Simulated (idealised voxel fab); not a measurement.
process module | voxel fin reveal
cross-section cut | 210 nm wide | cells 5 nm
A cross-section is a grid of square cells, given in bands from the top down. A band is one or more rows of cells.
Each band's line starts with the height of the band's top and of its bottom, in nm. Then come its materials from left to right, each with its width in nm. One material with "throughout" fills the band from edge to edge. "air" is empty space.
Height 0 is the level under which the wafer as received is all one material. The lowest band goes on downwards, as in "0 down".
A width such as "30 to 40" changes by the same amount from each row of cells to the next, from the band's top row to its bottom row.
"no change" after a step means that no cell of the cross-section changed.
closed voids: empty space of 8 cells or more with no open way to the top, each as width x height at its distance from the left edge, in nm
after a step's settings: what the simulator itself notes on the step
overlay nm, on a step with a mask: how far to the right of its planned place the mask lay; to the left if negative
plan
1 op RECEIVE | material Si
2 op CONFORMAL_DEP | material SiN | thk nm 10
3 op PATTERN | tone cover | mask id FINS | material resist | width nm 15 | pitch nm 40 | thk nm 20 | overlay nm 0
4 op DIRECTIONAL_ETCH | etch materials SiN | depth nm 10
5 op DIRECTIONAL_ETCH | etch materials Si | depth nm 40
6 op STRIP | etch materials resist
7 op OXIDIZE | depth nm 5
8 op FILL_DEP | material SiO2 | thk nm 5
9 op CMP | height nm 10
10 op SELECTIVE_ETCH | etch materials SiO2 | depth nm 20
11 op STRIP | etch materials SiN
12 op CONFORMAL_DEP | material HfO2 | thk nm 5
as received, after step 1
  0 down: Si throughout
  closed voids: none
first wafer at the end, as planned
  5 to 0: air 55 | HfO2 15 | air 25 | HfO2 15 | air 25 | HfO2 15 | air 60
  0 to -5: air 55 | HfO2 5 | Si 5 | HfO2 5 | air 25 | HfO2 5 | Si 5 | HfO2 5 | air 25 | HfO2 5 | Si 5 | HfO2 5 | air 60
  -5 to -10: HfO2 60 | Si 5 | HfO2 35 | Si 5 | HfO2 35 | Si 5 | HfO2 65
  -10 to -45: SiO2 60 | Si 5 | SiO2 35 | Si 5 | SiO2 35 | Si 5 | SiO2 65
  -45 down: Si throughout
  closed voids: none
second wafer at the end: like start, like plan, one mistake
  5 to 0: air 55 | HfO2 20 | air 20 | HfO2 20 | air 20 | HfO2 20 | air 55
  0 to -5: air 55 | HfO2 5 | Si 10 | HfO2 5 | air 20 | HfO2 5 | Si 10 | HfO2 5 | air 20 | HfO2 5 | Si 10 | HfO2 5 | air 55
  -5 to -10: HfO2 60 | Si 10 | HfO2 30 | Si 10 | HfO2 30 | Si 10 | HfO2 60
  -10 to -45: SiO2 60 | Si 10 | SiO2 30 | Si 10 | SiO2 30 | Si 10 | SiO2 60
  -45 down: Si throughout
  closed voids: none
what went wrong: step 3 ran as: op PATTERN | tone cover | mask id FINS | material resist | width nm 20 | pitch nm 40 | thk nm 20 | overlay nm 0
at the end the second wafer has, in cells: 27 more of Si | 21 fewer of SiO2
